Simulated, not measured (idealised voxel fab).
process module | voxel wiring stack
cross-section cut | 245 nm wide | cells 5 nm
A cross-section is a grid of square cells, given in bands from the top down. A band is one or more rows of cells.
Each band's line starts with the height of the band's top and of its bottom, in nm. Then come its materials from left to right, each with its width in nm. One material with "throughout" fills the band from edge to edge. "air" is empty space.
Height 0 is the level under which the wafer as received is all one material. The lowest band goes on downwards, as in "0 down".
A width such as "30 to 40" changes by the same amount from each row of cells to the next, from the band's top row to its bottom row.
"no change" after a step means that no cell of the cross-section changed.
closed voids: empty space of 8 cells or more with no open way to the top, each as width x height at its distance from the left edge, in nm
after a step's settings: what the simulator itself notes on the step
overlay nm, on a step with a mask: how far to the right of its planned place the mask lay; to the left if negative
plan
1 op RECEIVE | material Si
2 op CONFORMAL_DEP | material SiO2 | thk nm 15
3 op CONFORMAL_DEP | material SiN | thk nm 5
4 op DIRECTIONAL_DEP | material SiO2 | thk nm 20
5 op DIRECTIONAL_DEP | material aC | thk nm 15
6 op PATTERN | tone open | mask id METAL_1 | material resist | width nm 20 | pitch nm 45 | thk nm 30 | overlay nm 0
7 op DIRECTIONAL_ETCH | etch materials aC | depth nm 15
8 op STRIP | etch materials resist
9 op DIRECTIONAL_ETCH | etch materials SiO2 | depth nm 20
10 op DIRECTIONAL_ETCH | etch materials SiN | depth nm 5
11 op STRIP | etch materials aC
12 op CONFORMAL_DEP | material TiN | thk nm 5
13 op FILL_DEP | material W | thk nm 10
14 op CMP | height nm 40
15 op EPI | material Ru | thk nm 5
16 op FILL_DEP | material SiCN | thk nm 5
17 op DIRECTIONAL_DEP | material lowk | thk nm 30
18 op PATTERN | tone open | mask id METAL_2 | material resist | width nm 20 | pitch nm 45 | thk nm 15 | overlay nm 0
19 op DIRECTIONAL_ETCH | etch materials lowk | depth nm 15
20 op STRIP | etch materials resist
21 op DIRECTIONAL_DEP | material aC | thk nm 10
22 op PATTERN | tone open | mask id METAL_2_HOLES | material resist | width nm 15 | pitch nm 45 | thk nm 30 | overlay nm 0
23 op DIRECTIONAL_ETCH | etch materials aC | depth nm 10
24 op STRIP | etch materials resist
25 op DIRECTIONAL_ETCH | etch materials lowk | depth nm 15
26 op DIRECTIONAL_ETCH | etch materials SiCN | depth nm 5
27 op STRIP | etch materials aC
28 op CONFORMAL_DEP | material TiN | thk nm 5
29 op FILL_DEP | material Ru | thk nm 5
30 op CMP | height nm 80
31 op CONFORMAL_DEP | material SiCN | thk nm 5
32 op DIRECTIONAL_DEP | material lowk | thk nm 30
33 op MASKED_ETCH | tone open | mask id METAL_3_HOLES | width nm 15 | pitch nm 45 | etch materials lowk | depth nm 30 | overlay nm 0
34 op MASKED_ETCH | tone open | mask id METAL_3 | width nm 20 | pitch nm 45 | etch materials lowk | depth nm 15 | overlay nm 0
35 op MASKED_ETCH | tone open | mask id METAL_3 | width nm 20 | pitch nm 45 | etch materials SiCN | depth nm 5 | overlay nm 0
36 op CONFORMAL_DEP | material TiN | thk nm 5
37 op FILL_DEP | material Ru | thk nm 10
38 op CMP | height nm 115
39 op CONFORMAL_DEP | material SiCN | thk nm 5
40 op DIRECTIONAL_DEP | material SiO2 | thk nm 35
41 op DIRECTIONAL_DEP | material aC | thk nm 10
42 op PATTERN | tone open | mask id METAL_4 | material resist | width nm 20 | pitch nm 45 | thk nm 25 | overlay nm 0
43 op DIRECTIONAL_ETCH | etch materials aC | depth nm 10
44 op STRIP | etch materials resist
45 op DIRECTIONAL_ETCH | etch materials SiO2 | depth nm 20
46 op STRIP | etch materials aC
47 op MASKED_ETCH | tone open | mask id METAL_4_HOLES | width nm 15 | pitch nm 45 | etch materials SiO2 | depth nm 15 | overlay nm 0
48 op MASKED_ETCH | tone open | mask id METAL_4_HOLES | width nm 15 | pitch nm 45 | etch materials SiCN | depth nm 5 | overlay nm 0
49 op CONFORMAL_DEP | material TiN | thk nm 5
50 op FILL_DEP | material Cu | thk nm 5
51 op CMP | height nm 155
52 op CONFORMAL_DEP | material SiN | thk nm 5
as received, after step 1
  0 down: Si throughout
  closed voids: none
first wafer at the end, as planned
  160 to 155: SiN throughout
  155 to 140: SiO2 45 | TiN 5 | Cu 10 | TiN 5 | SiO2 25 | TiN 5 | Cu 10 | TiN 5 | SiO2 25 | TiN 5 | Cu 10 | TiN 5 | SiO2 25 | TiN 5 | Cu 10 | TiN 5 | SiO2 45
  140 to 135: SiO2 45 | TiN 5 | Cu 5 | TiN 10 | SiO2 25 | TiN 5 | Cu 5 | TiN 10 | SiO2 25 | TiN 5 | Cu 5 | TiN 10 | SiO2 25 | TiN 5 | Cu 5 | TiN 10 | SiO2 45
  135 to 120: SiO2 45 | TiN 5 | Cu 5 | TiN 5 | SiO2 30 | TiN 5 | Cu 5 | TiN 5 | SiO2 30 | TiN 5 | Cu 5 | TiN 5 | SiO2 30 | TiN 5 | Cu 5 | TiN 5 | SiO2 50
  120 to 115: SiCN 45 | TiN 15 | SiCN 30 | TiN 15 | SiCN 30 | TiN 15 | SiCN 30 | TiN 15 | SiCN 50
  115 to 105: lowk 45 | TiN 5 | Ru 10 | TiN 5 | lowk 25 | TiN 5 | Ru 10 | TiN 5 | lowk 25 | TiN 5 | Ru 10 | TiN 5 | lowk 25 | TiN 5 | Ru 10 | TiN 5 | lowk 45
  105 to 100: lowk 45 | TiN 5 | Ru 5 | TiN 10 | lowk 25 | TiN 5 | Ru 5 | TiN 10 | lowk 25 | TiN 5 | Ru 5 | TiN 10 | lowk 25 | TiN 5 | Ru 5 | TiN 10 | lowk 45
  100 to 85: lowk 45 | TiN 5 | Ru 5 | TiN 5 | lowk 30 | TiN 5 | Ru 5 | TiN 5 | lowk 30 | TiN 5 | Ru 5 | TiN 5 | lowk 30 | TiN 5 | Ru 5 | TiN 5 | lowk 50
  85 to 80: SiCN 45 | TiN 15 | SiCN 30 | TiN 15 | SiCN 30 | TiN 15 | SiCN 30 | TiN 15 | SiCN 50
  80 to 70: lowk 45 | TiN 5 | Ru 10 | TiN 5 | lowk 25 | TiN 5 | Ru 10 | TiN 5 | lowk 25 | TiN 5 | Ru 10 | TiN 5 | lowk 25 | TiN 5 | Ru 10 | TiN 5 | lowk 45
  70 to 65: lowk 45 | TiN 5 | Ru 5 | TiN 10 | lowk 25 | TiN 5 | Ru 5 | TiN 10 | lowk 25 | TiN 5 | Ru 5 | TiN 10 | lowk 25 | TiN 5 | Ru 5 | TiN 10 | lowk 45
  65 to 50: lowk 45 | TiN 5 | Ru 5 | TiN 5 | lowk 30 | TiN 5 | Ru 5 | TiN 5 | lowk 30 | TiN 5 | Ru 5 | TiN 5 | lowk 30 | TiN 5 | Ru 5 | TiN 5 | lowk 50
  50 to 45: SiCN 45 | TiN 15 | SiCN 30 | TiN 15 | SiCN 30 | TiN 15 | SiCN 30 | TiN 15 | SiCN 50
  45 to 40: SiCN 40 | Ru 30 | SiCN 15 | Ru 30 | SiCN 15 | Ru 30 | SiCN 15 | Ru 30 | SiCN 40
  40 to 20: SiO2 45 | TiN 5 | W 10 | TiN 5 | SiO2 25 | TiN 5 | W 10 | TiN 5 | SiO2 25 | TiN 5 | W 10 | TiN 5 | SiO2 25 | TiN 5 | W 10 | TiN 5 | SiO2 45
  20 to 15: SiN 45 | TiN 20 | SiN 25 | TiN 20 | SiN 25 | TiN 20 | SiN 25 | TiN 20 | SiN 45
  15 to 0: SiO2 throughout
  0 down: Si throughout
  closed voids: none
second wafer at the end: like start, like plan, one mistake
  160 to 155: SiN throughout
  155 to 140: SiO2 45 | TiN 5 | Cu 10 | TiN 5 | SiO2 25 | TiN 5 | Cu 10 | TiN 5 | SiO2 25 | TiN 5 | Cu 10 | TiN 5 | SiO2 25 | TiN 5 | Cu 10 | TiN 5 | SiO2 45
  140 to 135: SiO2 45 | TiN 5 | Cu 5 | TiN 10 | SiO2 25 | TiN 5 | Cu 5 | TiN 10 | SiO2 25 | TiN 5 | Cu 5 | TiN 10 | SiO2 25 | TiN 5 | Cu 5 | TiN 10 | SiO2 45
  135 to 120: SiO2 45 | TiN 5 | Cu 5 | TiN 5 | SiO2 30 | TiN 5 | Cu 5 | TiN 5 | SiO2 30 | TiN 5 | Cu 5 | TiN 5 | SiO2 30 | TiN 5 | Cu 5 | TiN 5 | SiO2 50
  120 to 115: SiCN 45 | TiN 15 | SiCN 30 | TiN 15 | SiCN 30 | TiN 15 | SiCN 30 | TiN 15 | SiCN 50
  115 to 105: Ru 55 | TiN 5 | lowk 5 | TiN 5 | Ru 30 | TiN 5 | lowk 5 | TiN 5 | Ru 30 | TiN 5 | lowk 5 | TiN 5 | Ru 30 | TiN 5 | lowk 5 | TiN 5 | Ru 40
  105 to 100: TiN 50 | Ru 5 | TiN 5 | lowk 5 | TiN 30 | Ru 5 | TiN 5 | lowk 5 | TiN 30 | Ru 5 | TiN 5 | lowk 5 | TiN 30 | Ru 5 | TiN 5 | lowk 5 | TiN 45
  100 to 85: lowk 45 | TiN 5 | Ru 5 | TiN 5 | lowk 30 | TiN 5 | Ru 5 | TiN 5 | lowk 30 | TiN 5 | Ru 5 | TiN 5 | lowk 30 | TiN 5 | Ru 5 | TiN 5 | lowk 50
  85 to 80: SiCN 45 | TiN 15 | SiCN 30 | TiN 15 | SiCN 30 | TiN 15 | SiCN 30 | TiN 15 | SiCN 50
  80 to 70: lowk 45 | TiN 5 | Ru 10 | TiN 5 | lowk 25 | TiN 5 | Ru 10 | TiN 5 | lowk 25 | TiN 5 | Ru 10 | TiN 5 | lowk 25 | TiN 5 | Ru 10 | TiN 5 | lowk 45
  70 to 65: lowk 45 | TiN 5 | Ru 5 | TiN 10 | lowk 25 | TiN 5 | Ru 5 | TiN 10 | lowk 25 | TiN 5 | Ru 5 | TiN 10 | lowk 25 | TiN 5 | Ru 5 | TiN 10 | lowk 45
  65 to 50: lowk 45 | TiN 5 | Ru 5 | TiN 5 | lowk 30 | TiN 5 | Ru 5 | TiN 5 | lowk 30 | TiN 5 | Ru 5 | TiN 5 | lowk 30 | TiN 5 | Ru 5 | TiN 5 | lowk 50
  50 to 45: SiCN 45 | TiN 15 | SiCN 30 | TiN 15 | SiCN 30 | TiN 15 | SiCN 30 | TiN 15 | SiCN 50
  45 to 40: SiCN 40 | Ru 30 | SiCN 15 | Ru 30 | SiCN 15 | Ru 30 | SiCN 15 | Ru 30 | SiCN 40
  40 to 20: SiO2 45 | TiN 5 | W 10 | TiN 5 | SiO2 25 | TiN 5 | W 10 | TiN 5 | SiO2 25 | TiN 5 | W 10 | TiN 5 | SiO2 25 | TiN 5 | W 10 | TiN 5 | SiO2 45
  20 to 15: SiN 45 | TiN 20 | SiN 25 | TiN 20 | SiN 25 | TiN 20 | SiN 25 | TiN 20 | SiN 45
  15 to 0: SiO2 throughout
  0 down: Si throughout
  closed voids: none
what went wrong: step 34 ran as: op MASKED_ETCH | tone cover | mask id METAL_3 | width nm 20 | pitch nm 45 | etch materials lowk | depth nm 15 | overlay nm 0
at the end the second wafer has, in cells: 58 more of Ru | 29 more of TiN | 87 fewer of lowk
